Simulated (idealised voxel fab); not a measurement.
This section sets out a process module, namely voxel self aligned vias.
We display cut, a cross-section 220 nm in width whose square cells are each 5 nm.
This document writes a cross-section as a grid whose cells are square, and gives it as bands, listed from the top down; one or more rows of cells form a band.
Per band: top height and bottom height in nm, followed by the left-to-right materials and their widths in nm; "everywhere" marks a single material spanning edge to edge, "air" marks empty space.
Zero point of the height axis is 0; under it, received wafer = one material. Lowest band: continues down indefinitely, "0 and below".
It should be noted that a width expressed as "30->40" varies in equal increments from row to row of cells within the band, taking the value of the first number at the top row and that of the second number at the bottom row.
Reading "no change" for a step: not a cell of the cross-section changed in it.
"Fully closed voids" - sealed voids, min. 8 cells, no opening to top; format: width x height at distance (distance from left edge; nm throughout).
Formally, on a step line, whatever follows the settings is a remark that the simulator itself makes on the step.
"overlay nm", when on a step's line for a step with a mask, measures how far to the right of its planned place the mask lay; a negative measure means to the left.

Steps planned for the process:
| 1 | RECEIVE (material Si) |
| 2 | CONFORMAL_DEP (material SiO2; thk nm 10) |
| 3 | CONFORMAL_DEP (material SiCN; thk nm 5) |
| 4 | DIRECTIONAL_DEP (material SiO2; thk nm 20) |
| 5 | MASKED_ETCH (tone open; mask id LINES; width nm 20; pitch nm 60; etch materials SiO2; depth nm 20; overlay nm 0) |
| 6 | CONFORMAL_DEP (material TiN; thk nm 5) |
| 7 | FILL_DEP (material W; thk nm 5) |
| 8 | CMP (height nm 35) |
| 9 | SELECTIVE_ETCH (etch materials W Ru TiN; depth nm 10) |
| 10 | FILL_DEP (material SiN; thk nm 5) |
| 11 | CMP (height nm 35) |
| 12 | DIRECTIONAL_DEP (material SiO2; thk nm 15) |
| 13 | DIRECTIONAL_DEP (material aC; thk nm 15) |
| 14 | PATTERN (tone open; mask id VIAS; material resist; width nm 40; pitch nm 120; thk nm 30; overlay nm 0) |
| 15 | DIRECTIONAL_ETCH (etch materials aC; depth nm 15) |
| 16 | STRIP (etch materials resist) |
| 17 | DIRECTIONAL_ETCH (etch materials SiO2; depth nm 15) |
| 18 | DIRECTIONAL_ETCH (etch materials SiN; depth nm 10) |
| 19 | STRIP (etch materials aC) |
| 20 | CONFORMAL_DEP (material TiN; thk nm 5) |
| 21 | FILL_DEP (material W; thk nm 5) |
| 22 | CMP (height nm 50) |
| 23 | CONFORMAL_DEP (material SiCN; thk nm 5) |

Account of the first of two wafers, which was processed as intended:

Step 1 complete: cross-section of the wafer as received:
  0 and below  Si everywhere
  Fully closed voids: none

The following cross-section depicts the wafer upon completion of step 2:
  10 down to 0  SiO2 everywhere
  Anything lower than 0 is untouched.

The following cross-section depicts the wafer upon completion of step 3:
  15 down to 10  SiCN everywhere
  Anything lower than 10 is untouched.

The following cross-section depicts the wafer upon completion of step 4:
  35 down to 15  SiO2 everywhere
  Anything lower than 15 is untouched.

The following cross-section depicts the wafer upon completion of step 5:
  35 down to 15  SiO2 40 | air 20 | SiO2 40 | air 20 | SiO2 40 | air 20 | SiO2 40
  Anything lower than 15 is untouched.

The following cross-section depicts the wafer upon completion of step 6:
  40 down to 35  TiN 45 | air 10 | TiN 50 | air 10 | TiN 50 | air 10 | TiN 45
  35 down to 20  SiO2 40 | TiN 5 | air 10 | TiN 5 | SiO2 40 | TiN 5 | air 10 | TiN 5 | SiO2 40 | TiN 5 | air 10 | TiN 5 | SiO2 40
  20 down to 15  SiO2 40 | TiN 20 | SiO2 40 | TiN 20 | SiO2 40 | TiN 20 | SiO2 40
  Anything lower than 15 is untouched.

The following cross-section depicts the wafer upon completion of step 7:
  45 down to 40  W everywhere
  40 down to 35  TiN 45 | W 10 | TiN 50 | W 10 | TiN 50 | W 10 | TiN 45
  35 down to 20  SiO2 40 | TiN 5 | W 10 | TiN 5 | SiO2 40 | TiN 5 | W 10 | TiN 5 | SiO2 40 | TiN 5 | W 10 | TiN 5 | SiO2 40
  Anything lower than 20 is untouched.

The following cross-section depicts the wafer upon completion of step 8:
  35 down to 20  SiO2 40 | TiN 5 | W 10 | TiN 5 | SiO2 40 | TiN 5 | W 10 | TiN 5 | SiO2 40 | TiN 5 | W 10 | TiN 5 | SiO2 40
  Anything lower than 20 is untouched.

The following cross-section depicts the wafer upon completion of step 9:
  35 down to 25  SiO2 40 | air 20 | SiO2 40 | air 20 | SiO2 40 | air 20 | SiO2 40
  Anything lower than 25 is untouched.

The following cross-section depicts the wafer upon completion of step 10:
  40 down to 35  SiN everywhere
  35 down to 25  SiO2 40 | SiN 20 | SiO2 40 | SiN 20 | SiO2 40 | SiN 20 | SiO2 40
  Anything lower than 25 is untouched.

The following cross-section depicts the wafer upon completion of step 11:
  35 down to 25  SiO2 40 | SiN 20 | SiO2 40 | SiN 20 | SiO2 40 | SiN 20 | SiO2 40
  Anything lower than 25 is untouched.

The following cross-section depicts the wafer upon completion of step 12:
  50 down to 35  SiO2 everywhere
  Anything lower than 35 is untouched.

The following cross-section depicts the wafer upon completion of step 13:
  65 down to 50  aC everywhere
  Anything lower than 50 is untouched.

The following cross-section depicts the wafer upon completion of step 14:
  95 down to 65  resist 30 | air 40 | resist 80 | air 40 | resist 30
  Anything lower than 65 is untouched.

The following cross-section depicts the wafer upon completion of step 15:
  80 down to 65  resist 30 | air 40 | resist 80 | air 40 | resist 30
  65 down to 50  aC 30 | air 40 | aC 80 | air 40 | aC 30
  Anything lower than 50 is untouched.

The following cross-section depicts the wafer upon completion of step 16:
  65 down to 50  aC 30 | air 40 | aC 80 | air 40 | aC 30
  Anything lower than 50 is untouched.

The following cross-section depicts the wafer upon completion of step 17:
  65 down to 50  aC 30 | air 40 | aC 80 | air 40 | aC 30
  50 down to 35  SiO2 30 | air 40 | SiO2 80 | air 40 | SiO2 30
  Anything lower than 35 is untouched.

The following cross-section depicts the wafer upon completion of step 18:
  65 down to 50  aC 30 | air 40 | aC 80 | air 40 | aC 30
  50 down to 35  SiO2 30 | air 40 | SiO2 80 | air 40 | SiO2 30
  35 down to 25  SiO2 40 | air 20 | SiO2 40 | SiN 20 | SiO2 40 | air 20 | SiO2 40
  Anything lower than 25 is untouched.

The following cross-section depicts the wafer upon completion of step 19:
  50 down to 35  SiO2 30 | air 40 | SiO2 80 | air 40 | SiO2 30
  Anything lower than 35 is untouched.

The following cross-section depicts the wafer upon completion of step 20:
  55 down to 50  TiN 35 | air 30 | TiN 90 | air 30 | TiN 35
  50 down to 40  SiO2 30 | TiN 5 | air 30 | TiN 5 | SiO2 80 | TiN 5 | air 30 | TiN 5 | SiO2 30
  40 down to 35  SiO2 30 | TiN 15 | air 10 | TiN 15 | SiO2 80 | TiN 15 | air 10 | TiN 15 | SiO2 30
  35 down to 30  SiO2 40 | TiN 5 | air 10 | TiN 5 | SiO2 40 | SiN 20 | SiO2 40 | TiN 5 | air 10 | TiN 5 | SiO2 40
  30 down to 25  SiO2 40 | TiN 20 | SiO2 40 | SiN 20 | SiO2 40 | TiN 20 | SiO2 40
  Anything lower than 25 is untouched.

The following cross-section depicts the wafer upon completion of step 21:
  60 down to 55  W everywhere
  55 down to 50  TiN 35 | W 30 | TiN 90 | W 30 | TiN 35
  50 down to 40  SiO2 30 | TiN 5 | W 30 | TiN 5 | SiO2 80 | TiN 5 | W 30 | TiN 5 | SiO2 30
  40 down to 35  SiO2 30 | TiN 15 | W 10 | TiN 15 | SiO2 80 | TiN 15 | W 10 | TiN 15 | SiO2 30
  35 down to 30  SiO2 40 | TiN 5 | W 10 | TiN 5 | SiO2 40 | SiN 20 | SiO2 40 | TiN 5 | W 10 | TiN 5 | SiO2 40
  Anything lower than 30 is untouched.

The following cross-section depicts the wafer upon completion of step 22:
  50 down to 40  SiO2 30 | TiN 5 | W 30 | TiN 5 | SiO2 80 | TiN 5 | W 30 | TiN 5 | SiO2 30
  Anything lower than 40 is untouched.

The following cross-section depicts the wafer upon completion of step 23:
  55 down to 50  SiCN everywhere
  Anything lower than 50 is untouched.

What follows concerns the second wafer, which started out like the first and was meant to follow the very same plan; one mistake crept in when it was run, but everything up to and including step 20 is the same as for the first wafer:

Second wafer profile in section, at the moment step 21 of the plan was meant to be complete:
  60 down to 55  aC everywhere
  55 down to 50  TiN 35 | aC 30 | TiN 90 | aC 30 | TiN 35
  50 down to 40  SiO2 30 | TiN 5 | aC 30 | TiN 5 | SiO2 80 | TiN 5 | aC 30 | TiN 5 | SiO2 30
  40 down to 35  SiO2 30 | TiN 15 | aC 10 | TiN 15 | SiO2 80 | TiN 15 | aC 10 | TiN 15 | SiO2 30
  35 down to 30  SiO2 40 | TiN 5 | aC 10 | TiN 5 | SiO2 40 | SiN 20 | SiO2 40 | TiN 5 | aC 10 | TiN 5 | SiO2 40
  Anything lower than 30 is untouched.

Second wafer profile in section, at the moment step 22 of the plan was meant to be complete:
  50 down to 40  SiO2 30 | TiN 5 | aC 30 | TiN 5 | SiO2 80 | TiN 5 | aC 30 | TiN 5 | SiO2 30
  Anything lower than 40 is untouched.

Second wafer profile in section, at the moment step 23 of the plan was meant to be complete:
  55 down to 50  SiCN everywhere
  Anything lower than 50 is untouched.
Deviation noted in wafer processing: step 21: run off-plan, actual operation and settings FILL_DEP (material aC; thk nm 5)
Materials where the second wafer ends with more or fewer cells than the first: W -32; aC +32
